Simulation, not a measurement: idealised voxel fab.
Presented below is a process module, voxel wiring stack.
The cross-section shown here is cut; it is 205 nm wide and divided into square cells measuring 5 nm on a side.
Cross-section spec: square-cell grid; bands listed top down; each band is one or more rows. Band: top height; bottom height; in nm. Then, left to right: material with width in nm, for each material. "full width": a single material spanning edge to edge. "empty": empty space. The reference from which all heights are counted is 0, the level beneath which the as-received wafer is entirely one material; the lowest band, having no lower bound, proceeds downward and is written after the example "from 0 down". Top row gets the first number, bottom row gets the second, and each row in between changes by the same step: that is how a band width like "30 to 40" works. The cross-section has no changed cell in any step marked "identical to before". So "Sealed void list" is basically the list of trapped voids: any empty space of 8 cells or more that can't reach the top through an opening. They're written width x height at distance, the distance being from the left edge, and it's all nm. It should be noted that, on the line of a given step, the content following the step's settings is a remark produced by the simulator itself with respect to that step. The optional step-line setting "overlay nm" applies to steps with a mask and quantifies how far to the right of its planned location the mask lay, a negative value indicating leftward placement.
Plan
1,RECEIVE | material Si
2,CONFORMAL_DEP | material SiO2 | thk nm 10
3,CONFORMAL_DEP | material SiCN | thk nm 5
4,DIRECTIONAL_DEP | material SiO2 | thk nm 25
5,PATTERN | tone open | mask id METAL_1 | material resist | width nm 25 | pitch nm 40 | thk nm 15 | overlay nm 0
6,DIRECTIONAL_ETCH | etch materials SiO2 | depth nm 25
7,DIRECTIONAL_ETCH | etch materials SiCN | depth nm 5
8,STRIP | etch materials resist
9,CONFORMAL_DEP | material TiN | thk nm 5
10,FILL_DEP | material Cu | thk nm 5
11,CMP | height nm 40
12,EPI | material Ru | thk nm 5
13,FILL_DEP | material SiCN | thk nm 5
14,DIRECTIONAL_DEP | material SiO2 | thk nm 10
15,MASKED_ETCH | tone open | mask id PLUG_1 | width nm 15 | pitch nm 40 | etch materials SiO2 | depth nm 10 | overlay nm 0
16,MASKED_ETCH | tone open | mask id PLUG_1 | width nm 15 | pitch nm 40 | etch materials SiCN | depth nm 5 | overlay nm 0
17,EPI | material Ru | thk nm 10
18,EPI | material Ru | thk nm 5
19,CONFORMAL_DEP | material SiN | thk nm 5
20,DIRECTIONAL_DEP | material SiO2 | thk nm 25
21,MASKED_ETCH | tone open | mask id METAL_2 | width nm 25 | pitch nm 40 | etch materials SiO2 | depth nm 25 | overlay nm 0
22,MASKED_ETCH | tone open | mask id METAL_2 | width nm 25 | pitch nm 40 | etch materials SiN | depth nm 5 | overlay nm 0
23,CONFORMAL_DEP | material TiN | thk nm 5
24,FILL_DEP | material Cu | thk nm 5
25,CMP | height nm 90
26,CONFORMAL_DEP | material SiCN | thk nm 5
27,DIRECTIONAL_DEP | material lowk | thk nm 15
28,MASKED_ETCH | tone open | mask id PLUG_2 | width nm 15 | pitch nm 40 | etch materials lowk | depth nm 15 | overlay nm 0
29,MASKED_ETCH | tone open | mask id PLUG_2 | width nm 15 | pitch nm 40 | etch materials SiCN | depth nm 5 | overlay nm 0
30,EPI | material Ru | thk nm 10
31,EPI | material Ru | thk nm 10
32,CONFORMAL_DEP | material SiCN | thk nm 5
33,DIRECTIONAL_DEP | material lowk | thk nm 20
34,DIRECTIONAL_DEP | material aC | thk nm 15
35,PATTERN | tone open | mask id METAL_3 | material resist | width nm 25 | pitch nm 40 | thk nm 35 | overlay nm 0
36,DIRECTIONAL_ETCH | etch materials aC | depth nm 15
37,STRIP | etch materials resist
38,DIRECTIONAL_ETCH | etch materials lowk | depth nm 20
39,DIRECTIONAL_ETCH | etch materials SiCN | depth nm 5
40,STRIP | etch materials aC
41,CONFORMAL_DEP | material TiN | thk nm 5
42,FILL_DEP | material Cu | thk nm 10
43,CMP | height nm 135
44,CONFORMAL_DEP | material SiN | thk nm 5
First of the two wafers, run per plan
As received, after step 1
> from 0 down = Si full width
> Sealed void list: none
After step 2: wafer cross-section
> from 10 to 0 = SiO2 full width
> Under 0: no change, same as before.
After step 3: wafer cross-section
> from 15 to 10 = SiCN full width
> Under 10: no change, same as before.
After step 4: wafer cross-section
> from 40 to 15 = SiO2 full width
> Under 15: no change, same as before.
After step 5: wafer cross-section
> from 55 to 40 = 30 nm resist  25 nm empty  15 nm resist  25 nm empty  15 nm resist  25 nm empty  15 nm resist  25 nm empty  30 nm resist
> Under 40: no change, same as before.
After step 6: wafer cross-section
> from 55 to 40 = 30 nm resist  25 nm empty  15 nm resist  25 nm empty  15 nm resist  25 nm empty  15 nm resist  25 nm empty  30 nm resist
> from 40 to 15 = 30 nm SiO2  25 nm empty  15 nm SiO2  25 nm empty  15 nm SiO2  25 nm empty  15 nm SiO2  25 nm empty  30 nm SiO2
> Under 15: no change, same as before.
After step 7: wafer cross-section
> from 55 to 40 = 30 nm resist  25 nm empty  15 nm resist  25 nm empty  15 nm resist  25 nm empty  15 nm resist  25 nm empty  30 nm resist
> from 40 to 15 = 30 nm SiO2  25 nm empty  15 nm SiO2  25 nm empty  15 nm SiO2  25 nm empty  15 nm SiO2  25 nm empty  30 nm SiO2
> from 15 to 10 = 30 nm SiCN  25 nm empty  15 nm SiCN  25 nm empty  15 nm SiCN  25 nm empty  15 nm SiCN  25 nm empty  30 nm SiCN
> Under 10: no change, same as before.
After step 8: wafer cross-section
> from 40 to 15 = 30 nm SiO2  25 nm empty  15 nm SiO2  25 nm empty  15 nm SiO2  25 nm empty  15 nm SiO2  25 nm empty  30 nm SiO2
> Under 15: no change, same as before.
After step 9: wafer cross-section
> from 45 to 40 = 35 nm TiN  15 nm empty  25 nm TiN  15 nm empty  25 nm TiN  15 nm empty  25 nm TiN  15 nm empty  35 nm TiN
> from 40 to 15 = 30 nm SiO2  5 nm TiN  15 nm empty  5 nm TiN  15 nm SiO2  5 nm TiN  15 nm empty  5 nm TiN  15 nm SiO2  5 nm TiN  15 nm empty  5 nm TiN  15 nm SiO2  5 nm TiN  15 nm empty  5 nm TiN  30 nm SiO2
> from 15 to 10 = 30 nm SiCN  25 nm TiN  15 nm SiCN  25 nm TiN  15 nm SiCN  25 nm TiN  15 nm SiCN  25 nm TiN  30 nm SiCN
> Under 10: no change, same as before.
After step 10: wafer cross-section
> from 50 to 45 = Cu full width
> from 45 to 40 = 35 nm TiN  15 nm Cu  25 nm TiN  15 nm Cu  25 nm TiN  15 nm Cu  25 nm TiN  15 nm Cu  35 nm TiN
> from 40 to 15 = 30 nm SiO2  5 nm TiN  15 nm Cu  5 nm TiN  15 nm SiO2  5 nm TiN  15 nm Cu  5 nm TiN  15 nm SiO2  5 nm TiN  15 nm Cu  5 nm TiN  15 nm SiO2  5 nm TiN  15 nm Cu  5 nm TiN  30 nm SiO2
> Under 15: no change, same as before.
After step 11: wafer cross-section
> from 40 to 15 = 30 nm SiO2  5 nm TiN  15 nm Cu  5 nm TiN  15 nm SiO2  5 nm TiN  15 nm Cu  5 nm TiN  15 nm SiO2  5 nm TiN  15 nm Cu  5 nm TiN  15 nm SiO2  5 nm TiN  15 nm Cu  5 nm TiN  30 nm SiO2
> Under 15: no change, same as before.
After step 12: wafer cross-section
> from 45 to 40 = 25 nm empty  35 nm Ru  5 nm empty  35 nm Ru  5 nm empty  35 nm Ru  5 nm empty  35 nm Ru  25 nm empty
> Under 40: no change, same as before.
After step 13: wafer cross-section
> from 50 to 45 = SiCN full width
> from 45 to 40 = 25 nm SiCN  35 nm Ru  5 nm SiCN  35 nm Ru  5 nm SiCN  35 nm Ru  5 nm SiCN  35 nm Ru  25 nm SiCN
> Under 40: no change, same as before.
After step 14: wafer cross-section
> from 60 to 50 = SiO2 full width
> Under 50: no change, same as before.
After step 15: wafer cross-section
> from 60 to 50 = 30 nm SiO2  15 nm empty  25 nm SiO2  15 nm empty  25 nm SiO2  15 nm empty  25 nm SiO2  15 nm empty  40 nm SiO2
> Under 50: no change, same as before.
After step 16: wafer cross-section
> from 60 to 50 = 30 nm SiO2  15 nm empty  25 nm SiO2  15 nm empty  25 nm SiO2  15 nm empty  25 nm SiO2  15 nm empty  40 nm SiO2
> from 50 to 45 = 30 nm SiCN  15 nm empty  25 nm SiCN  15 nm empty  25 nm SiCN  15 nm empty  25 nm SiCN  15 nm empty  40 nm SiCN
> Under 45: no change, same as before.
After step 17: wafer cross-section
> from 60 to 55 = 30 nm SiO2  15 nm empty  25 nm SiO2  15 nm empty  25 nm SiO2  15 nm empty  25 nm SiO2  15 nm empty  40 nm SiO2
> from 55 to 50 = 30 nm SiO2  15 nm Ru  25 nm SiO2  15 nm Ru  25 nm SiO2  15 nm Ru  25 nm SiO2  15 nm Ru  40 nm SiO2
> from 50 to 40 = 30 to 25 nm SiCN  15 to 35 nm Ru  25 to 5 nm SiCN  15 to 35 nm Ru  25 to 5 nm SiCN  15 to 35 nm Ru  25 to 5 nm SiCN  15 to 35 nm Ru  40 to 25 nm SiCN
> Under 40: no change, same as before.
After step 18: wafer cross-section
> from 60 to 50 = 30 nm SiO2  15 nm Ru  25 nm SiO2  15 nm Ru  25 nm SiO2  15 nm Ru  25 nm SiO2  15 nm Ru  40 nm SiO2
> Under 50: no change, same as before.
After step 19: wafer cross-section
> from 65 to 60 = SiN full width
> Under 60: no change, same as before.
After step 20: wafer cross-section
> from 90 to 65 = SiO2 full width
> Under 65: no change, same as before.
After step 21: wafer cross-section
> from 90 to 65 = 30 nm SiO2  25 nm empty  15 nm SiO2  25 nm empty  15 nm SiO2  25 nm empty  15 nm SiO2  25 nm empty  30 nm SiO2
> Under 65: no change, same as before.
After step 22: wafer cross-section
> from 90 to 65 = 30 nm SiO2  25 nm empty  15 nm SiO2  25 nm empty  15 nm SiO2  25 nm empty  15 nm SiO2  25 nm empty  30 nm SiO2
> from 65 to 60 = 30 nm SiN  25 nm empty  15 nm SiN  25 nm empty  15 nm SiN  25 nm empty  15 nm SiN  25 nm empty  30 nm SiN
> Under 60: no change, same as before.
After step 23: wafer cross-section
> from 95 to 90 = 35 nm TiN  15 nm empty  25 nm TiN  15 nm empty  25 nm TiN  15 nm empty  25 nm TiN  15 nm empty  35 nm TiN
> from 90 to 65 = 30 nm SiO2  5 nm TiN  15 nm empty  5 nm TiN  15 nm SiO2  5 nm TiN  15 nm empty  5 nm TiN  15 nm SiO2  5 nm TiN  15 nm empty  5 nm TiN  15 nm SiO2  5 nm TiN  15 nm empty  5 nm TiN  30 nm SiO2
> from 65 to 60 = 30 nm SiN  25 nm TiN  15 nm SiN  25 nm TiN  15 nm SiN  25 nm TiN  15 nm SiN  25 nm TiN  30 nm SiN
> Under 60: no change, same as before.
After step 24: wafer cross-section
> from 100 to 95 = Cu full width
> from 95 to 90 = 35 nm TiN  15 nm Cu  25 nm TiN  15 nm Cu  25 nm TiN  15 nm Cu  25 nm TiN  15 nm Cu  35 nm TiN
> from 90 to 65 = 30 nm SiO2  5 nm TiN  15 nm Cu  5 nm TiN  15 nm SiO2  5 nm TiN  15 nm Cu  5 nm TiN  15 nm SiO2  5 nm TiN  15 nm Cu  5 nm TiN  15 nm SiO2  5 nm TiN  15 nm Cu  5 nm TiN  30 nm SiO2
> Under 65: no change, same as before.
After step 25: wafer cross-section
> from 90 to 65 = 30 nm SiO2  5 nm TiN  15 nm Cu  5 nm TiN  15 nm SiO2  5 nm TiN  15 nm Cu  5 nm TiN  15 nm SiO2  5 nm TiN  15 nm Cu  5 nm TiN  15 nm SiO2  5 nm TiN  15 nm Cu  5 nm TiN  30 nm SiO2
> Under 65: no change, same as before.
After step 26: wafer cross-section
> from 95 to 90 = SiCN full width
> Under 90: no change, same as before.
After step 27: wafer cross-section
> from 110 to 95 = lowk full width
> Under 95: no change, same as before.
After step 28: wafer cross-section
> from 110 to 95 = 30 nm lowk  15 nm empty  25 nm lowk  15 nm empty  25 nm lowk  15 nm empty  25 nm lowk  15 nm empty  40 nm lowk
> Under 95: no change, same as before.
After step 29: wafer cross-section
> from 110 to 95 = 30 nm lowk  15 nm empty  25 nm lowk  15 nm empty  25 nm lowk  15 nm empty  25 nm lowk  15 nm empty  40 nm lowk
> from 95 to 90 = 30 nm SiCN  15 nm empty  25 nm SiCN  15 nm empty  25 nm SiCN  15 nm empty  25 nm SiCN  15 nm empty  40 nm SiCN
> Under 90: no change, same as before.
After step 30: wafer cross-section
> from 110 to 100 = 30 nm lowk  15 nm empty  25 nm lowk  15 nm empty  25 nm lowk  15 nm empty  25 nm lowk  15 nm empty  40 nm lowk
> from 100 to 95 = 30 nm lowk  15 nm Ru  25 nm lowk  15 nm Ru  25 nm lowk  15 nm Ru  25 nm lowk  15 nm Ru  40 nm lowk
> from 95 to 90 = 30 nm SiCN  15 nm Ru  25 nm SiCN  15 nm Ru  25 nm SiCN  15 nm Ru  25 nm SiCN  15 nm Ru  40 nm SiCN
> Under 90: no change, same as before.
After step 31: wafer cross-section
> from 110 to 95 = 30 nm lowk  15 nm Ru  25 nm lowk  15 nm Ru  25 nm lowk  15 nm Ru  25 nm lowk  15 nm Ru  40 nm lowk
> Under 95: no change, same as before.
After step 32: wafer cross-section
> from 115 to 110 = SiCN full width
> Under 110: no change, same as before.
After step 33: wafer cross-section
> from 135 to 115 = lowk full width
> Under 115: no change, same as before.
After step 34: wafer cross-section
> from 150 to 135 = aC full width
> Under 135: no change, same as before.
After step 35: wafer cross-section
> from 185 to 150 = 30 nm resist  25 nm empty  15 nm resist  25 nm empty  15 nm resist  25 nm empty  15 nm resist  25 nm empty  30 nm resist
> Under 150: no change, same as before.
After step 36: wafer cross-section
> from 170 to 150 = 30 nm resist  25 nm empty  15 nm resist  25 nm empty  15 nm resist  25 nm empty  15 nm resist  25 nm empty  30 nm resist
> from 150 to 135 = 30 nm aC  25 nm empty  15 nm aC  25 nm empty  15 nm aC  25 nm empty  15 nm aC  25 nm empty  30 nm aC
> Under 135: no change, same as before.
After step 37: wafer cross-section
> from 150 to 135 = 30 nm aC  25 nm empty  15 nm aC  25 nm empty  15 nm aC  25 nm empty  15 nm aC  25 nm empty  30 nm aC
> Under 135: no change, same as before.
After step 38: wafer cross-section
> from 150 to 135 = 30 nm aC  25 nm empty  15 nm aC  25 nm empty  15 nm aC  25 nm empty  15 nm aC  25 nm empty  30 nm aC
> from 135 to 115 = 30 nm lowk  25 nm empty  15 nm lowk  25 nm empty  15 nm lowk  25 nm empty  15 nm lowk  25 nm empty  30 nm lowk
> Under 115: no change, same as before.
After step 39: wafer cross-section
> from 150 to 135 = 30 nm aC  25 nm empty  15 nm aC  25 nm empty  15 nm aC  25 nm empty  15 nm aC  25 nm empty  30 nm aC
> from 135 to 115 = 30 nm lowk  25 nm empty  15 nm lowk  25 nm empty  15 nm lowk  25 nm empty  15 nm lowk  25 nm empty  30 nm lowk
> from 115 to 110 = 30 nm SiCN  25 nm empty  15 nm SiCN  25 nm empty  15 nm SiCN  25 nm empty  15 nm SiCN  25 nm empty  30 nm SiCN
> Under 110: no change, same as before.
After step 40: wafer cross-section
> from 135 to 115 = 30 nm lowk  25 nm empty  15 nm lowk  25 nm empty  15 nm lowk  25 nm empty  15 nm lowk  25 nm empty  30 nm lowk
> Under 115: no change, same as before.
After step 41: wafer cross-section
> from 140 to 135 = 35 nm TiN  15 nm empty  25 nm TiN  15 nm empty  25 nm TiN  15 nm empty  25 nm TiN  15 nm empty  35 nm TiN
> from 135 to 115 = 30 nm lowk  5 nm TiN  15 nm empty  5 nm TiN  15 nm lowk  5 nm TiN  15 nm empty  5 nm TiN  15 nm lowk  5 nm TiN  15 nm empty  5 nm TiN  15 nm lowk  5 nm TiN  15 nm empty  5 nm TiN  30 nm lowk
> from 115 to 110 = 30 nm SiCN  25 nm TiN  15 nm SiCN  25 nm TiN  15 nm SiCN  25 nm TiN  15 nm SiCN  25 nm TiN  30 nm SiCN
> Under 110: no change, same as before.
After step 42: wafer cross-section
> from 150 to 140 = Cu full width
> from 140 to 135 = 35 nm TiN  15 nm Cu  25 nm TiN  15 nm Cu  25 nm TiN  15 nm Cu  25 nm TiN  15 nm Cu  35 nm TiN
> from 135 to 115 = 30 nm lowk  5 nm TiN  15 nm Cu  5 nm TiN  15 nm lowk  5 nm TiN  15 nm Cu  5 nm TiN  15 nm lowk  5 nm TiN  15 nm Cu  5 nm TiN  15 nm lowk  5 nm TiN  15 nm Cu  5 nm TiN  30 nm lowk
> Under 115: no change, same as before.
After step 43: wafer cross-section
> from 135 to 115 = 30 nm lowk  5 nm TiN  15 nm Cu  5 nm TiN  15 nm lowk  5 nm TiN  15 nm Cu  5 nm TiN  15 nm lowk  5 nm TiN  15 nm Cu  5 nm TiN  15 nm lowk  5 nm TiN  15 nm Cu  5 nm TiN  30 nm lowk
> Under 115: no change, same as before.
After step 44: wafer cross-section
> from 140 to 135 = SiN full width
> Under 135: no change, same as before.
The second wafer was prepared from the same starting point and under the same plan as the first; its processing contained one mistake, and it remains indistinguishable from the first wafer up to and including step 23
Second wafer: cross-section at the scheduled end of step 24
> from 100 to 95 = SiN full width
> from 95 to 90 = 35 nm TiN  15 nm SiN  25 nm TiN  15 nm SiN  25 nm TiN  15 nm SiN  25 nm TiN  15 nm SiN  35 nm TiN
> from 90 to 65 = 30 nm SiO2  5 nm TiN  15 nm SiN  5 nm TiN  15 nm SiO2  5 nm TiN  15 nm SiN  5 nm TiN  15 nm SiO2  5 nm TiN  15 nm SiN  5 nm TiN  15 nm SiO2  5 nm TiN  15 nm SiN  5 nm TiN  30 nm SiO2
> Under 65: no change, same as before.
Second wafer: cross-section at the scheduled end of step 25
> from 90 to 65 = 30 nm SiO2  5 nm TiN  15 nm SiN  5 nm TiN  15 nm SiO2  5 nm TiN  15 nm SiN  5 nm TiN  15 nm SiO2  5 nm TiN  15 nm SiN  5 nm TiN  15 nm SiO2  5 nm TiN  15 nm SiN  5 nm TiN  30 nm SiO2
> Under 65: no change, same as before.
Second wafer: cross-section at the scheduled end of step 26
> from 95 to 90 = SiCN full width
> Under 90: no change, same as before.
Second wafer: cross-section at the scheduled end of step 27
> from 110 to 95 = lowk full width
> Under 95: no change, same as before.
Second wafer: cross-section at the scheduled end of step 28
> from 110 to 95 = 30 nm lowk  15 nm empty  25 nm lowk  15 nm empty  25 nm lowk  15 nm empty  25 nm lowk  15 nm empty  40 nm lowk
> Under 95: no change, same as before.
Second wafer: cross-section at the scheduled end of step 29
> from 110 to 95 = 30 nm lowk  15 nm empty  25 nm lowk  15 nm empty  25 nm lowk  15 nm empty  25 nm lowk  15 nm empty  40 nm lowk
> from 95 to 90 = 30 nm SiCN  15 nm empty  25 nm SiCN  15 nm empty  25 nm SiCN  15 nm empty  25 nm SiCN  15 nm empty  40 nm SiCN
> Under 90: no change, same as before.
Second wafer: cross-section at the scheduled end of step 30
> from 110 to 100 = 30 nm lowk  15 nm empty  25 nm lowk  15 nm empty  25 nm lowk  15 nm empty  25 nm lowk  15 nm empty  40 nm lowk
> from 100 to 95 = 30 nm lowk  15 nm Ru  25 nm lowk  15 nm Ru  25 nm lowk  15 nm Ru  25 nm lowk  15 nm Ru  40 nm lowk
> from 95 to 90 = 30 nm SiCN  15 nm Ru  25 nm SiCN  15 nm Ru  25 nm SiCN  15 nm Ru  25 nm SiCN  15 nm Ru  40 nm SiCN
> Under 90: no change, same as before.
Second wafer: cross-section at the scheduled end of step 31
> from 110 to 95 = 30 nm lowk  15 nm Ru  25 nm lowk  15 nm Ru  25 nm lowk  15 nm Ru  25 nm lowk  15 nm Ru  40 nm lowk
> Under 95: no change, same as before.
Second wafer: cross-section at the scheduled end of step 32
> from 115 to 110 = SiCN full width
> Under 110: no change, same as before.
Second wafer: cross-section at the scheduled end of step 33
> from 135 to 115 = lowk full width
> Under 115: no change, same as before.
Second wafer: cross-section at the scheduled end of step 34
> from 150 to 135 = aC full width
> Under 135: no change, same as before.
Second wafer: cross-section at the scheduled end of step 35
> from 185 to 150 = 30 nm resist  25 nm empty  15 nm resist  25 nm empty  15 nm resist  25 nm empty  15 nm resist  25 nm empty  30 nm resist
> Under 150: no change, same as before.
Second wafer: cross-section at the scheduled end of step 36
> from 170 to 150 = 30 nm resist  25 nm empty  15 nm resist  25 nm empty  15 nm resist  25 nm empty  15 nm resist  25 nm empty  30 nm resist
> from 150 to 135 = 30 nm aC  25 nm empty  15 nm aC  25 nm empty  15 nm aC  25 nm empty  15 nm aC  25 nm empty  30 nm aC
> Under 135: no change, same as before.
Second wafer: cross-section at the scheduled end of step 37
> from 150 to 135 = 30 nm aC  25 nm empty  15 nm aC  25 nm empty  15 nm aC  25 nm empty  15 nm aC  25 nm empty  30 nm aC
> Under 135: no change, same as before.
Second wafer: cross-section at the scheduled end of step 38
> from 150 to 135 = 30 nm aC  25 nm empty  15 nm aC  25 nm empty  15 nm aC  25 nm empty  15 nm aC  25 nm empty  30 nm aC
> from 135 to 115 = 30 nm lowk  25 nm empty  15 nm lowk  25 nm empty  15 nm lowk  25 nm empty  15 nm lowk  25 nm empty  30 nm lowk
> Under 115: no change, same as before.
Second wafer: cross-section at the scheduled end of step 39
> from 150 to 135 = 30 nm aC  25 nm empty  15 nm aC  25 nm empty  15 nm aC  25 nm empty  15 nm aC  25 nm empty  30 nm aC
> from 135 to 115 = 30 nm lowk  25 nm empty  15 nm lowk  25 nm empty  15 nm lowk  25 nm empty  15 nm lowk  25 nm empty  30 nm lowk
> from 115 to 110 = 30 nm SiCN  25 nm empty  15 nm SiCN  25 nm empty  15 nm SiCN  25 nm empty  15 nm SiCN  25 nm empty  30 nm SiCN
> Under 110: no change, same as before.
Second wafer: cross-section at the scheduled end of step 40
> from 135 to 115 = 30 nm lowk  25 nm empty  15 nm lowk  25 nm empty  15 nm lowk  25 nm empty  15 nm lowk  25 nm empty  30 nm lowk
> Under 115: no change, same as before.
Second wafer: cross-section at the scheduled end of step 41
> from 140 to 135 = 35 nm TiN  15 nm empty  25 nm TiN  15 nm empty  25 nm TiN  15 nm empty  25 nm TiN  15 nm empty  35 nm TiN
> from 135 to 115 = 30 nm lowk  5 nm TiN  15 nm empty  5 nm TiN  15 nm lowk  5 nm TiN  15 nm empty  5 nm TiN  15 nm lowk  5 nm TiN  15 nm empty  5 nm TiN  15 nm lowk  5 nm TiN  15 nm empty  5 nm TiN  30 nm lowk
> from 115 to 110 = 30 nm SiCN  25 nm TiN  15 nm SiCN  25 nm TiN  15 nm SiCN  25 nm TiN  15 nm SiCN  25 nm TiN  30 nm SiCN
> Under 110: no change, same as before.
Second wafer: cross-section at the scheduled end of step 42
> from 150 to 140 = Cu full width
> from 140 to 135 = 35 nm TiN  15 nm Cu  25 nm TiN  15 nm Cu  25 nm TiN  15 nm Cu  25 nm TiN  15 nm Cu  35 nm TiN
> from 135 to 115 = 30 nm lowk  5 nm TiN  15 nm Cu  5 nm TiN  15 nm lowk  5 nm TiN  15 nm Cu  5 nm TiN  15 nm lowk  5 nm TiN  15 nm Cu  5 nm TiN  15 nm lowk  5 nm TiN  15 nm Cu  5 nm TiN  30 nm lowk
> Under 115: no change, same as before.
Second wafer: cross-section at the scheduled end of step 43
> from 135 to 115 = 30 nm lowk  5 nm TiN  15 nm Cu  5 nm TiN  15 nm lowk  5 nm TiN  15 nm Cu  5 nm TiN  15 nm lowk  5 nm TiN  15 nm Cu  5 nm TiN  15 nm lowk  5 nm TiN  15 nm Cu  5 nm TiN  30 nm lowk
> Under 115: no change, same as before.
Second wafer: cross-section at the scheduled end of step 44
> from 140 to 135 = SiN full width
> Under 135: no change, same as before.
Plan not followed: in deviation from the planned setting, step 24 was conducted as FILL_DEP | material SiN | thk nm 5
Wafer comparison, final, in cells, second relative to first, materials more or fewer: -60 Cu; +60 SiN
